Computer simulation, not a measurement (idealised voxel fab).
process module | voxel transistor to metal
cross-section cut | 160 nm wide | cells 5 nm
A cross-section is a grid of square cells, given in bands from the top down. A band is one or more rows of cells.
Each band's line starts with the height of the band's top and of its bottom, in nm. Then come its materials from left to right, each with its width in nm. One material with "throughout" fills the band from edge to edge. "air" is empty space.
Height 0 is the level under which the wafer as received is all one material. The lowest band goes on downwards, as in "0 down".
A width such as "30 to 40" changes by the same amount from each row of cells to the next, from the band's top row to its bottom row.
"no change" after a step means that no cell of the cross-section changed.
closed voids: empty space of 8 cells or more with no open way to the top, each as width x height at its distance from the left edge, in nm
after a step's settings: what the simulator itself notes on the step
overlay nm, on a step with a mask: how far to the right of its planned place the mask lay; to the left if negative
Each pair below shows a cross-section before one step and the cross-section after it, down to the lowest band that changed. The line under each pair gives the step between them, with its settings. The pairs can come from different runs of this module on the same starting wafer, so a pair continues from the pair above only where its "before" says so.
before
  45 to 40: SiO2 throughout
  40 to 25: SiO2 60 | SiN 5 | SiO2 5 | SiCN 20 | SiO2 5 | SiN 5 | SiO2 60
  25 to 5: SiO2 60 | SiN 5 | SiO2 5 | polySi 20 | SiO2 5 | SiN 5 | SiO2 60
  5 to 0: SiO2 45 | SiGe 15 | SiN 5 | SiO2 5 | polySi 20 | SiO2 5 | SiN 5 | SiGe 15 | SiO2 45
  0 to -5: SiO2 20 | SiN 5 | SiGe 35 | SiN 5 | SiO2 5 | polySi 20 | SiO2 5 | SiN 5 | SiGe 35 | SiN 5 | SiO2 20
  -5 to -10: SiO2 25 | SiGe 35 | SiO2 40 | SiGe 35 | SiO2 25
  -10 to -15: SiO2 30 | SiGe 30 | Si 40 | SiGe 30 | SiO2 30
  -15 to -20: SiO2 25 | Si 5 | SiGe 30 | Si 40 | SiGe 30 | Si 5 | SiO2 25
  -20 to -40: SiO2 25 | Si 110 | SiO2 25
  -40 down: Si throughout
  closed voids: none
after
  40 to 25: SiO2 60 | SiN 5 | SiO2 5 | SiCN 20 | SiO2 5 | SiN 5 | SiO2 60
  below 25: unchanged
  closed voids: none
the step between: op CMP | height nm 40
before: the cross-section after the pair above
after
  50 to 40: SiO2 throughout
  below 40: unchanged
  closed voids: none
the step between: op DIRECTIONAL_DEP | material SiO2 | thk nm 10
before: the cross-section after the pair above
after
  60 to 50: aC throughout
  below 50: unchanged
  closed voids: none
the step between: op DIRECTIONAL_DEP | material aC | thk nm 10
before: the cross-section after the pair above
after
  90 to 60: resist 35 | air 20 | resist 50 | air 20 | resist 35
  below 60: unchanged
  closed voids: none
the step between: op PATTERN | tone open | mask id CONTACT | material resist | width nm 20 | pitch nm 70 | thk nm 30 | overlay nm 0
before: the cross-section after the pair above
after
  80 to 60: resist 35 | air 20 | resist 50 | air 20 | resist 35
  60 to 50: aC 35 | air 20 | aC 50 | air 20 | aC 35
  below 50: unchanged
  closed voids: none
the step between: op DIRECTIONAL_ETCH | etch materials aC | depth nm 10
before: the cross-section after the pair above
after
  60 to 50: aC 35 | air 20 | aC 50 | air 20 | aC 35
  below 50: unchanged
  closed voids: none
the step between: op STRIP | etch materials resist
before: the cross-section after the pair above
after
  60 to 50: aC 35 | air 20 | aC 50 | air 20 | aC 35
  50 to 40: SiO2 35 | air 20 | SiO2 50 | air 20 | SiO2 35
  40 to 25: SiO2 35 | air 20 | SiO2 5 | SiN 5 | SiO2 5 | SiCN 20 | SiO2 5 | SiN 5 | SiO2 5 | air 20 | SiO2 35
  25 to 5: SiO2 35 | air 20 | SiO2 5 | SiN 5 | SiO2 5 | polySi 20 | SiO2 5 | SiN 5 | SiO2 5 | air 20 | SiO2 35
  below 5: unchanged
  closed voids: none
the step between: op DIRECTIONAL_ETCH | etch materials SiO2 | depth nm 45
before: the cross-section after the pair above
after
  50 to 40: SiO2 35 | air 20 | SiO2 50 | air 20 | SiO2 35
  below 40: unchanged
  closed voids: none
the step between: op STRIP | etch materials aC
before: the cross-section after the pair above
after
  55 to 50: TiN 40 | air 10 | TiN 60 | air 10 | TiN 40
  50 to 40: SiO2 35 | TiN 5 | air 10 | TiN 5 | SiO2 50 | TiN 5 | air 10 | TiN 5 | SiO2 35
  40 to 25: SiO2 35 | TiN 5 | air 10 | TiN 5 | SiO2 5 | SiN 5 | SiO2 5 | SiCN 20 | SiO2 5 | SiN 5 | SiO2 5 | TiN 5 | air 10 | TiN 5 | SiO2 35
  25 to 10: SiO2 35 | TiN 5 | air 10 | TiN 5 | SiO2 5 | SiN 5 | SiO2 5 | polySi 20 | SiO2 5 | SiN 5 | SiO2 5 | TiN 5 | air 10 | TiN 5 | SiO2 35
  10 to 5: SiO2 35 | TiN 20 | SiO2 5 | SiN 5 | SiO2 5 | polySi 20 | SiO2 5 | SiN 5 | SiO2 5 | TiN 20 | SiO2 35
  below 5: unchanged
  closed voids: none
the step between: op CONFORMAL_DEP | material TiN | thk nm 5
before: the cross-section after the pair above
after
  65 to 55: W throughout
  55 to 50: TiN 40 | W 10 | TiN 60 | W 10 | TiN 40
  50 to 40: SiO2 35 | TiN 5 | W 10 | TiN 5 | SiO2 50 | TiN 5 | W 10 | TiN 5 | SiO2 35
  40 to 25: SiO2 35 | TiN 5 | W 10 | TiN 5 | SiO2 5 | SiN 5 | SiO2 5 | SiCN 20 | SiO2 5 | SiN 5 | SiO2 5 | TiN 5 | W 10 | TiN 5 | SiO2 35
  25 to 10: SiO2 35 | TiN 5 | W 10 | TiN 5 | SiO2 5 | SiN 5 | SiO2 5 | polySi 20 | SiO2 5 | SiN 5 | SiO2 5 | TiN 5 | W 10 | TiN 5 | SiO2 35
  below 10: unchanged
  closed voids: none
the step between: op FILL_DEP | material W | thk nm 10
before: the cross-section after the pair above
after
  50 to 40: SiO2 35 | TiN 5 | W 10 | TiN 5 | SiO2 50 | TiN 5 | W 10 | TiN 5 | SiO2 35
  below 40: unchanged
  closed voids: none
the step between: op CMP | height nm 50
before: the cross-section after the pair above
after
  55 to 50: SiCN throughout
  below 50: unchanged
  closed voids: none
the step between: op CONFORMAL_DEP | material SiCN | thk nm 5
before: the cross-section after the pair above
after
  70 to 55: lowk throughout
  below 55: unchanged
  closed voids: none
the step between: op DIRECTIONAL_DEP | material lowk | thk nm 15
before: the cross-section after the pair above
after
  85 to 70: aC throughout
  below 70: unchanged
  closed voids: none
the step between: op DIRECTIONAL_DEP | material aC | thk nm 15
before: the cross-section after the pair above
after
  120 to 85: resist 35 | air 20 | resist 50 | air 20 | resist 35
  below 85: unchanged
  closed voids: none
the step between: op PATTERN | tone open | mask id METAL_1 | material resist | width nm 20 | pitch nm 70 | thk nm 35 | overlay nm 0
before: the cross-section after the pair above
after
  105 to 85: resist 35 | air 20 | resist 50 | air 20 | resist 35
  85 to 70: aC 35 | air 20 | aC 50 | air 20 | aC 35
  below 70: unchanged
  closed voids: none
the step between: op DIRECTIONAL_ETCH | etch materials aC | depth nm 15
before: the cross-section after the pair above
after
  85 to 70: aC 35 | air 20 | aC 50 | air 20 | aC 35
  below 70: unchanged
  closed voids: none
the step between: op STRIP | etch materials resist
before: the cross-section after the pair above
after
  85 to 70: aC 35 | air 20 | aC 50 | air 20 | aC 35
  70 to 55: lowk 35 | air 20 | lowk 50 | air 20 | lowk 35
  below 55: unchanged
  closed voids: none
the step between: op DIRECTIONAL_ETCH | etch materials lowk | depth nm 15
before: the cross-section after the pair above
after
  85 to 70: aC 35 | air 20 | aC 50 | air 20 | aC 35
  70 to 55: lowk 35 | air 20 | lowk 50 | air 20 | lowk 35
  55 to 50: SiCN 35 | air 20 | SiCN 50 | air 20 | SiCN 35
  below 50: unchanged
  closed voids: none
the step between: op DIRECTIONAL_ETCH | etch materials SiCN | depth nm 5
before: the cross-section after the pair above
after
  70 to 55: lowk 35 | air 20 | lowk 50 | air 20 | lowk 35
  below 55: unchanged
  closed voids: none
the step between: op STRIP | etch materials aC
before: the cross-section after the pair above
after
  75 to 70: TiN 40 | air 10 | TiN 60 | air 10 | TiN 40
  70 to 55: lowk 35 | TiN 5 | air 10 | TiN 5 | lowk 50 | TiN 5 | air 10 | TiN 5 | lowk 35
  55 to 50: SiCN 35 | TiN 20 | SiCN 50 | TiN 20 | SiCN 35
  below 50: unchanged
  closed voids: none
the step between: op CONFORMAL_DEP | material TiN | thk nm 5
before: the cross-section after the pair above
after
  80 to 75: Cu throughout
  75 to 70: TiN 40 | Cu 10 | TiN 60 | Cu 10 | TiN 40
  70 to 55: lowk 35 | TiN 5 | Cu 10 | TiN 5 | lowk 50 | TiN 5 | Cu 10 | TiN 5 | lowk 35
  below 55: unchanged
  closed voids: none
the step between: op FILL_DEP | material Cu | thk nm 5
before: the cross-section after the pair above
after
  70 to 55: lowk 35 | TiN 5 | Cu 10 | TiN 5 | lowk 50 | TiN 5 | Cu 10 | TiN 5 | lowk 35
  below 55: unchanged
  closed voids: none
the step between: op CMP | height nm 70
before: the cross-section after the pair above
after
  75 to 70: SiCN throughout
  below 70: unchanged
  closed voids: none
the step between: op CONFORMAL_DEP | material SiCN | thk nm 5
before: the cross-section after the pair above
after
  105 to 75: SiO2 throughout
  below 75: unchanged
  closed voids: none
the step between: op DIRECTIONAL_DEP | material SiO2 | thk nm 30
before: the cross-section after the pair above
after
  105 to 85: SiO2 35 | air 20 | SiO2 50 | air 20 | SiO2 35
  below 85: unchanged
  closed voids: none
the step between: op MASKED_ETCH | tone open | mask id METAL_2 | width nm 20 | pitch nm 70 | etch materials SiO2 | depth nm 20 | overlay nm 0
before: the cross-section after the pair above
after
  120 to 105: resist 35 | air 15 | resist 55 | air 15 | resist 40
  105 to 85: SiO2 35 | air 15 | resist 5 | SiO2 50 | air 15 | resist 5 | SiO2 35
  below 85: unchanged
  closed voids: none
the step between: op PATTERN | tone open | mask id METAL_2_HOLES | material resist | width nm 15 | pitch nm 70 | thk nm 15 | overlay nm 0
before: the cross-section after the pair above
after
  120 to 105: resist 35 | air 15 | resist 55 | air 15 | resist 40
  105 to 85: SiO2 35 | air 15 | resist 5 | SiO2 50 | air 15 | resist 5 | SiO2 35
  85 to 75: SiO2 35 | air 15 | SiO2 55 | air 15 | SiO2 40
  below 75: unchanged
  closed voids: none
the step between: op DIRECTIONAL_ETCH | etch materials SiO2 | depth nm 10
before: the cross-section after the pair above
after
  120 to 105: resist 35 | air 15 | resist 55 | air 15 | resist 40
  105 to 85: SiO2 35 | air 15 | resist 5 | SiO2 50 | air 15 | resist 5 | SiO2 35
  85 to 75: SiO2 35 | air 15 | SiO2 55 | air 15 | SiO2 40
  75 to 70: SiCN 35 | air 15 | SiCN 55 | air 15 | SiCN 40
  below 70: unchanged
  closed voids: none
the step between: op DIRECTIONAL_ETCH | etch materials SiCN | depth nm 5
before: the cross-section after the pair above
after
  105 to 85: SiO2 35 | air 20 | SiO2 50 | air 20 | SiO2 35
  below 85: unchanged
  closed voids: none
the step between: op STRIP | etch materials resist
before: the cross-section after the pair above
after
  110 to 105: TiN 40 | air 10 | TiN 60 | air 10 | TiN 40
  105 to 90: SiO2 35 | TiN 5 | air 10 | TiN 5 | SiO2 50 | TiN 5 | air 10 | TiN 5 | SiO2 35
  90 to 85: SiO2 35 | TiN 5 | air 5 | TiN 10 | SiO2 50 | TiN 5 | air 5 | TiN 10 | SiO2 35
  85 to 75: SiO2 35 | TiN 5 | air 5 | TiN 5 | SiO2 55 | TiN 5 | air 5 | TiN 5 | SiO2 40
  75 to 70: SiCN 35 | TiN 15 | SiCN 55 | TiN 15 | SiCN 40
  below 70: unchanged
  closed voids: none
the step between: op CONFORMAL_DEP | material TiN | thk nm 5
before: the cross-section after the pair above
after
  115 to 110: Cu throughout
  110 to 105: TiN 40 | Cu 10 | TiN 60 | Cu 10 | TiN 40
  105 to 90: SiO2 35 | TiN 5 | Cu 10 | TiN 5 | SiO2 50 | TiN 5 | Cu 10 | TiN 5 | SiO2 35
  90 to 85: SiO2 35 | TiN 5 | Cu 5 | TiN 10 | SiO2 50 | TiN 5 | Cu 5 | TiN 10 | SiO2 35
  85 to 75: SiO2 35 | TiN 5 | Cu 5 | TiN 5 | SiO2 55 | TiN 5 | Cu 5 | TiN 5 | SiO2 40
  below 75: unchanged
  closed voids: none
the step between: op FILL_DEP | material Cu | thk nm 5
before: the cross-section after the pair above
after
  105 to 90: SiO2 35 | TiN 5 | Cu 10 | TiN 5 | SiO2 50 | TiN 5 | Cu 10 | TiN 5 | SiO2 35
  below 90: unchanged
  closed voids: none
the step between: op CMP | height nm 105
before: the cross-section after the pair above
after
  110 to 105: SiN throughout
  below 105: unchanged
  closed voids: none
the step between: op CONFORMAL_DEP | material SiN | thk nm 5
before
  0 to -5: SiO2 20 | air 120 | SiO2 20
  -5 to -10: SiO2 throughout
  -10 to -40: SiO2 25 | Si 110 | SiO2 25
  -40 down: Si throughout
  closed voids: none
after
  35 to 30: polySi 20 | air 120 | polySi 20
  30 to 0: polySi throughout
  0 to -5: SiO2 20 | polySi 120 | SiO2 20
  below -5: unchanged
  closed voids: none
the step between: op DIRECTIONAL_DEP | material polySi | thk nm 35
before: the cross-section after the pair above
after
  50 to 45: SiCN 20 | air 120 | SiCN 20
  45 to 35: SiCN throughout
  35 to 30: polySi 20 | SiCN 120 | polySi 20
  below 30: unchanged
  closed voids: none
the step between: op DIRECTIONAL_DEP | material SiCN | thk nm 15
before: the cross-section after the pair above
after
  65 to 60: aC 20 | air 120 | aC 20
  60 to 50: aC throughout
  50 to 45: SiCN 20 | aC 120 | SiCN 20
  below 45: unchanged
  closed voids: none
the step between: op DIRECTIONAL_DEP | material aC | thk nm 15
before: the cross-section after the pair above
after
  95 to 65: air 70 | resist 20 | air 70
  65 to 60: aC 20 | air 50 | resist 20 | air 50 | aC 20
  below 60: unchanged
  closed voids: none
the step between: op PATTERN | tone cover | mask id GATE | material resist | width nm 20 | thk nm 30 | overlay nm 0
before: the cross-section after the pair above
after
  80 to 60: air 70 | resist 20 | air 70
  60 to 50: air 70 | aC 20 | air 70
  50 to 45: SiCN 20 | air 50 | aC 20 | air 50 | SiCN 20
  below 45: unchanged
  closed voids: none
the step between: op DIRECTIONAL_ETCH | etch materials aC | depth nm 15
before: the cross-section after the pair above
after
  60 to 50: air 70 | aC 20 | air 70
  below 50: unchanged
  closed voids: none
the step between: op STRIP | etch materials resist
before: the cross-section after the pair above
after
  60 to 45: air 70 | aC 20 | air 70
  45 to 35: air 70 | SiCN 20 | air 70
  35 to 30: polySi 20 | air 50 | SiCN 20 | air 50 | polySi 20
  below 30: unchanged
  closed voids: none
the step between: op DIRECTIONAL_ETCH | etch materials SiCN | depth nm 25
before: the cross-section after the pair above
after
  60 to 45: air 70 | aC 20 | air 70
  45 to 30: air 70 | SiCN 20 | air 70
  30 to 0: air 70 | polySi 20 | air 70
  0 to -5: SiO2 20 | air 50 | polySi 20 | air 50 | SiO2 20
  below -5: unchanged
  closed voids: none
the step between: op DIRECTIONAL_ETCH | etch materials polySi | depth nm 40
before: the cross-section after the pair above
after
  45 to 30: air 70 | SiCN 20 | air 70
  below 30: unchanged
  closed voids: none
the step between: op STRIP | etch materials aC
before: the cross-section after the pair above
after
  50 to 45: air 65 | SiO2 30 | air 65
  45 to 30: air 65 | SiO2 5 | SiCN 20 | SiO2 5 | air 65
  30 to 5: air 65 | SiO2 5 | polySi 20 | SiO2 5 | air 65
  5 to 0: SiO2 25 | air 40 | SiO2 5 | polySi 20 | SiO2 5 | air 40 | SiO2 25
  0 to -5: SiO2 70 | polySi 20 | SiO2 70
  below -5: unchanged
  closed voids: none
the step between: op CONFORMAL_DEP | material SiO2 | thk nm 5
before: the cross-section after the pair above
after
  45 to 30: air 65 | SiO2 5 | SiCN 20 | SiO2 5 | air 65
  30 to 0: air 65 | SiO2 5 | polySi 20 | SiO2 5 | air 65
  0 to -5: SiO2 25 | air 40 | SiO2 5 | polySi 20 | SiO2 5 | air 40 | SiO2 25
  below -5: unchanged
  closed voids: none
the step between: op DIRECTIONAL_ETCH | etch materials SiO2 | depth nm 5
before: the cross-section after the pair above
after
  50 to 45: air 60 | SiN 40 | air 60
  45 to 30: air 60 | SiN 5 | SiO2 5 | SiCN 20 | SiO2 5 | SiN 5 | air 60
  30 to 5: air 60 | SiN 5 | SiO2 5 | polySi 20 | SiO2 5 | SiN 5 | air 60
  5 to 0: SiN 30 | air 30 | SiN 5 | SiO2 5 | polySi 20 | SiO2 5 | SiN 5 | air 30 | SiN 30
  0 to -5: SiO2 25 | SiN 40 | SiO2 5 | polySi 20 | SiO2 5 | SiN 40 | SiO2 25
  below -5: unchanged
  closed voids: none
the step between: op CONFORMAL_DEP | material SiN | thk nm 5
before: the cross-section after the pair above
after
  45 to 30: air 60 | SiN 5 | SiO2 5 | SiCN 20 | SiO2 5 | SiN 5 | air 60
  30 to 0: air 60 | SiN 5 | SiO2 5 | polySi 20 | SiO2 5 | SiN 5 | air 60
  0 to -5: SiO2 25 | SiN 5 | air 30 | SiN 5 | SiO2 5 | polySi 20 | SiO2 5 | SiN 5 | air 30 | SiN 5 | SiO2 25
  below -5: unchanged
  closed voids: none
the step between: op DIRECTIONAL_ETCH | etch materials SiN | depth nm 5
before: the cross-section after the pair above
after
  45 to 40: air 60 | SiN 5 | air 5 | SiCN 20 | air 5 | SiN 5 | air 60
  40 to 30: air 60 | SiN 5 | SiO2 5 | SiCN 20 | SiO2 5 | SiN 5 | air 60
  30 to 0: air 60 | SiN 5 | SiO2 5 | polySi 20 | SiO2 5 | SiN 5 | air 60
  0 to -5: air 25 | SiN 5 | air 30 | SiN 5 | SiO2 5 | polySi 20 | SiO2 5 | SiN 5 | air 30 | SiN 5 | air 25
  -5 to -10: SiO2 30 | air 30 | SiO2 40 | air 30 | SiO2 30
  below -10: unchanged
  closed voids: none
the step between: op DIRECTIONAL_ETCH | etch materials SiO2 | depth nm 5
before: the cross-section after the pair above
after
  45 to 40: air 60 | SiN 5 | air 5 | SiCN 20 | air 5 | SiN 5 | air 60
  40 to 30: air 60 | SiN 5 | SiO2 5 | SiCN 20 | SiO2 5 | SiN 5 | air 60
  30 to 0: air 60 | SiN 5 | SiO2 5 | polySi 20 | SiO2 5 | SiN 5 | air 60
  0 to -5: air 25 | SiN 5 | air 30 | SiN 5 | SiO2 5 | polySi 20 | SiO2 5 | SiN 5 | air 30 | SiN 5 | air 25
  -5 to -10: SiO2 30 | air 30 | SiO2 40 | air 30 | SiO2 30
  -10 to -20: SiO2 25 | Si 5 | air 30 | Si 40 | air 30 | Si 5 | SiO2 25
  below -20: unchanged
  closed voids: none
the step between: op DIRECTIONAL_ETCH | etch materials Si | depth nm 10
before: the cross-section after the pair above
after
  45 to 40: air 60 | SiN 5 | air 5 | SiCN 20 | air 5 | SiN 5 | air 60
  40 to 30: air 60 | SiN 5 | SiO2 5 | SiCN 20 | SiO2 5 | SiN 5 | air 60
  30 to 5: air 60 | SiN 5 | SiO2 5 | polySi 20 | SiO2 5 | SiN 5 | air 60
  5 to 0: air 25 | SiGe 35 | SiN 5 | SiO2 5 | polySi 20 | SiO2 5 | SiN 5 | SiGe 35 | air 25
  0 to -5: air 25 | SiN 5 | SiGe 30 | SiN 5 | SiO2 5 | polySi 20 | SiO2 5 | SiN 5 | SiGe 30 | SiN 5 | air 25
  -5 to -10: SiO2 30 | SiGe 30 | SiO2 40 | SiGe 30 | SiO2 30
  -10 to -20: SiO2 25 | Si 5 | SiGe 30 | Si 40 | SiGe 30 | Si 5 | SiO2 25
  below -20: unchanged
  closed voids: none
the step between: op EPI | material SiGe | thk nm 15
before: the cross-section after the pair above
after
  50 to 45: SiO2 throughout
  45 to 30: SiO2 60 | SiN 5 | SiO2 5 | SiCN 20 | SiO2 5 | SiN 5 | SiO2 60
  30 to 5: SiO2 60 | SiN 5 | SiO2 5 | polySi 20 | SiO2 5 | SiN 5 | SiO2 60
  5 to 0: SiO2 25 | SiGe 35 | SiN 5 | SiO2 5 | polySi 20 | SiO2 5 | SiN 5 | SiGe 35 | SiO2 25
  0 to -5: SiO2 25 | SiN 5 | SiGe 30 | SiN 5 | SiO2 5 | polySi 20 | SiO2 5 | SiN 5 | SiGe 30 | SiN 5 | SiO2 25
  below -5: unchanged
  closed voids: none
the step between: op FILL_DEP | material SiO2 | thk nm 5
before: the cross-section after the pair above
after
  40 to 30: SiO2 60 | SiN 5 | SiO2 5 | SiCN 20 | SiO2 5 | SiN 5 | SiO2 60
  below 30: unchanged
  closed voids: none
the step between: op CMP | height nm 40
before: the cross-section after the pair above
after
  50 to 40: SiO2 throughout
  below 40: unchanged
  closed voids: none
the step between: op DIRECTIONAL_DEP | material SiO2 | thk nm 10
before: the cross-section after the pair above
after
  60 to 50: aC throughout
  below 50: unchanged
  closed voids: none
the step between: op DIRECTIONAL_DEP | material aC | thk nm 10
before: the cross-section after the pair above
after
  90 to 60: resist 35 | air 20 | resist 50 | air 20 | resist 35
  below 60: unchanged
  closed voids: none
the step between: op PATTERN | tone open | mask id CONTACT | material resist | width nm 20 | pitch nm 70 | thk nm 30 | overlay nm 0
before: the cross-section after the pair above
after
  80 to 60: resist 35 | air 20 | resist 50 | air 20 | resist 35
  60 to 50: aC 35 | air 20 | aC 50 | air 20 | aC 35
  below 50: unchanged
  closed voids: none
the step between: op DIRECTIONAL_ETCH | etch materials aC | depth nm 10
before: the cross-section after the pair above
after
  60 to 50: aC 35 | air 20 | aC 50 | air 20 | aC 35
  below 50: unchanged
  closed voids: none
the step between: op STRIP | etch materials resist
before: the cross-section after the pair above
after
  60 to 50: aC 35 | air 20 | aC 50 | air 20 | aC 35
  50 to 40: SiO2 35 | air 20 | SiO2 50 | air 20 | SiO2 35
  40 to 30: SiO2 35 | air 20 | SiO2 5 | SiN 5 | SiO2 5 | SiCN 20 | SiO2 5 | SiN 5 | SiO2 5 | air 20 | SiO2 35
  30 to 5: SiO2 35 | air 20 | SiO2 5 | SiN 5 | SiO2 5 | polySi 20 | SiO2 5 | SiN 5 | SiO2 5 | air 20 | SiO2 35
  below 5: unchanged
  closed voids: none
the step between: op DIRECTIONAL_ETCH | etch materials SiO2 | depth nm 45
before: the cross-section after the pair above
after
  50 to 40: SiO2 35 | air 20 | SiO2 50 | air 20 | SiO2 35
  below 40: unchanged
  closed voids: none
the step between: op STRIP | etch materials aC
before: the cross-section after the pair above
after
  55 to 50: TiN 40 | air 10 | TiN 60 | air 10 | TiN 40
  50 to 40: SiO2 35 | TiN 5 | air 10 | TiN 5 | SiO2 50 | TiN 5 | air 10 | TiN 5 | SiO2 35
  40 to 30: SiO2 35 | TiN 5 | air 10 | TiN 5 | SiO2 5 | SiN 5 | SiO2 5 | SiCN 20 | SiO2 5 | SiN 5 | SiO2 5 | TiN 5 | air 10 | TiN 5 | SiO2 35
  30 to 10: SiO2 35 | TiN 5 | air 10 | TiN 5 | SiO2 5 | SiN 5 | SiO2 5 | polySi 20 | SiO2 5 | SiN 5 | SiO2 5 | TiN 5 | air 10 | TiN 5 | SiO2 35
  10 to 5: SiO2 35 | TiN 20 | SiO2 5 | SiN 5 | SiO2 5 | polySi 20 | SiO2 5 | SiN 5 | SiO2 5 | TiN 20 | SiO2 35
  below 5: unchanged
  closed voids: none
the step between: op CONFORMAL_DEP | material TiN | thk nm 5
before: the cross-section after the pair above
after
  65 to 55: W throughout
  55 to 50: TiN 40 | W 10 | TiN 60 | W 10 | TiN 40
  50 to 40: SiO2 35 | TiN 5 | W 10 | TiN 5 | SiO2 50 | TiN 5 | W 10 | TiN 5 | SiO2 35
  40 to 30: SiO2 35 | TiN 5 | W 10 | TiN 5 | SiO2 5 | SiN 5 | SiO2 5 | SiCN 20 | SiO2 5 | SiN 5 | SiO2 5 | TiN 5 | W 10 | TiN 5 | SiO2 35
  30 to 10: SiO2 35 | TiN 5 | W 10 | TiN 5 | SiO2 5 | SiN 5 | SiO2 5 | polySi 20 | SiO2 5 | SiN 5 | SiO2 5 | TiN 5 | W 10 | TiN 5 | SiO2 35
  below 10: unchanged
  closed voids: none
the step between: op FILL_DEP | material W | thk nm 10
before: the cross-section after the pair above
after
  50 to 40: SiO2 35 | TiN 5 | W 10 | TiN 5 | SiO2 50 | TiN 5 | W 10 | TiN 5 | SiO2 35
  below 40: unchanged
  closed voids: none
the step between: op CMP | height nm 50
before: the cross-section after the pair above
after
  55 to 50: SiCN throughout
  below 50: unchanged
  closed voids: none
the step between: op CONFORMAL_DEP | material SiCN | thk nm 5
before: the cross-section after the pair above
after
  70 to 55: lowk throughout
  below 55: unchanged
  closed voids: none
the step between: op DIRECTIONAL_DEP | material lowk | thk nm 15
before: the cross-section after the pair above
after
  85 to 70: aC throughout
  below 70: unchanged
  closed voids: none
the step between: op DIRECTIONAL_DEP | material aC | thk nm 15
before: the cross-section after the pair above
after
  120 to 85: resist 35 | air 20 | resist 50 | air 20 | resist 35
  below 85: unchanged
  closed voids: none
the step between: op PATTERN | tone open | mask id METAL_1 | material resist | width nm 20 | pitch nm 70 | thk nm 35 | overlay nm 0
before: the cross-section after the pair above
after
  105 to 85: resist 35 | air 20 | resist 50 | air 20 | resist 35
  85 to 70: aC 35 | air 20 | aC 50 | air 20 | aC 35
  below 70: unchanged
  closed voids: none
the step between: op DIRECTIONAL_ETCH | etch materials aC | depth nm 15
before: the cross-section after the pair above
after
  85 to 70: aC 35 | air 20 | aC 50 | air 20 | aC 35
  below 70: unchanged
  closed voids: none
the step between: op STRIP | etch materials resist
before: the cross-section after the pair above
after
  85 to 70: aC 35 | air 20 | aC 50 | air 20 | aC 35
  70 to 55: lowk 35 | air 20 | lowk 50 | air 20 | lowk 35
  below 55: unchanged
  closed voids: none
the step between: op DIRECTIONAL_ETCH | etch materials lowk | depth nm 15
before: the cross-section after the pair above
after
  85 to 70: aC 35 | air 20 | aC 50 | air 20 | aC 35
  70 to 55: lowk 35 | air 20 | lowk 50 | air 20 | lowk 35
  55 to 50: SiCN 35 | air 20 | SiCN 50 | air 20 | SiCN 35
  below 50: unchanged
  closed voids: none
the step between: op DIRECTIONAL_ETCH | etch materials SiCN | depth nm 5
before: the cross-section after the pair above
after
  70 to 55: lowk 35 | air 20 | lowk 50 | air 20 | lowk 35
  below 55: unchanged
  closed voids: none
the step between: op STRIP | etch materials aC
before: the cross-section after the pair above
after
  75 to 70: TiN 40 | air 10 | TiN 60 | air 10 | TiN 40
  70 to 55: lowk 35 | TiN 5 | air 10 | TiN 5 | lowk 50 | TiN 5 | air 10 | TiN 5 | lowk 35
  55 to 50: SiCN 35 | TiN 20 | SiCN 50 | TiN 20 | SiCN 35
  below 50: unchanged
  closed voids: none
the step between: op CONFORMAL_DEP | material TiN | thk nm 5
before: the cross-section after the pair above
after
  80 to 75: Cu throughout
  75 to 70: TiN 40 | Cu 10 | TiN 60 | Cu 10 | TiN 40
  70 to 55: lowk 35 | TiN 5 | Cu 10 | TiN 5 | lowk 50 | TiN 5 | Cu 10 | TiN 5 | lowk 35
  below 55: unchanged
  closed voids: none
the step between: op FILL_DEP | material Cu | thk nm 5
before: the cross-section after the pair above
after
  70 to 55: lowk 35 | TiN 5 | Cu 10 | TiN 5 | lowk 50 | TiN 5 | Cu 10 | TiN 5 | lowk 35
  below 55: unchanged
  closed voids: none
the step between: op CMP | height nm 70
before: the cross-section after the pair above
after
  75 to 70: SiCN throughout
  below 70: unchanged
  closed voids: none
the step between: op CONFORMAL_DEP | material SiCN | thk nm 5
before: the cross-section after the pair above
after
  105 to 75: SiO2 throughout
  below 75: unchanged
  closed voids: none
the step between: op DIRECTIONAL_DEP | material SiO2 | thk nm 30
before: the cross-section after the pair above
after
  105 to 85: SiO2 35 | air 20 | SiO2 50 | air 20 | SiO2 35
  below 85: unchanged
  closed voids: none
the step between: op MASKED_ETCH | tone open | mask id METAL_2 | width nm 20 | pitch nm 70 | etch materials SiO2 | depth nm 20 | overlay nm 0
before: the cross-section after the pair above
after
  120 to 105: resist 35 | air 15 | resist 55 | air 15 | resist 40
  105 to 85: SiO2 35 | air 15 | resist 5 | SiO2 50 | air 15 | resist 5 | SiO2 35
  below 85: unchanged
  closed voids: none
the step between: op PATTERN | tone open | mask id METAL_2_HOLES | material resist | width nm 15 | pitch nm 70 | thk nm 15 | overlay nm 0
before: the cross-section after the pair above
after
  120 to 105: resist 35 | air 15 | resist 55 | air 15 | resist 40
  105 to 85: SiO2 35 | air 15 | resist 5 | SiO2 50 | air 15 | resist 5 | SiO2 35
  85 to 75: SiO2 35 | air 15 | SiO2 55 | air 15 | SiO2 40
  below 75: unchanged
  closed voids: none
the step between: op DIRECTIONAL_ETCH | etch materials SiO2 | depth nm 10
before: the cross-section after the pair above
after
  120 to 105: resist 35 | air 15 | resist 55 | air 15 | resist 40
  105 to 85: SiO2 35 | air 15 | resist 5 | SiO2 50 | air 15 | resist 5 | SiO2 35
  85 to 75: SiO2 35 | air 15 | SiO2 55 | air 15 | SiO2 40
  75 to 70: SiCN 35 | air 15 | SiCN 55 | air 15 | SiCN 40
  below 70: unchanged
  closed voids: none
the step between: op DIRECTIONAL_ETCH | etch materials SiCN | depth nm 5
before: the cross-section after the pair above
after
  105 to 85: SiO2 35 | air 20 | SiO2 50 | air 20 | SiO2 35
  below 85: unchanged
  closed voids: none
the step between: op STRIP | etch materials resist
before: the cross-section after the pair above
after
  110 to 105: TiN 40 | air 10 | TiN 60 | air 10 | TiN 40
  105 to 90: SiO2 35 | TiN 5 | air 10 | TiN 5 | SiO2 50 | TiN 5 | air 10 | TiN 5 | SiO2 35
  90 to 85: SiO2 35 | TiN 5 | air 5 | TiN 10 | SiO2 50 | TiN 5 | air 5 | TiN 10 | SiO2 35
  85 to 75: SiO2 35 | TiN 5 | air 5 | TiN 5 | SiO2 55 | TiN 5 | air 5 | TiN 5 | SiO2 40
  75 to 70: SiCN 35 | TiN 15 | SiCN 55 | TiN 15 | SiCN 40
  below 70: unchanged
  closed voids: none
the step between: op CONFORMAL_DEP | material TiN | thk nm 5
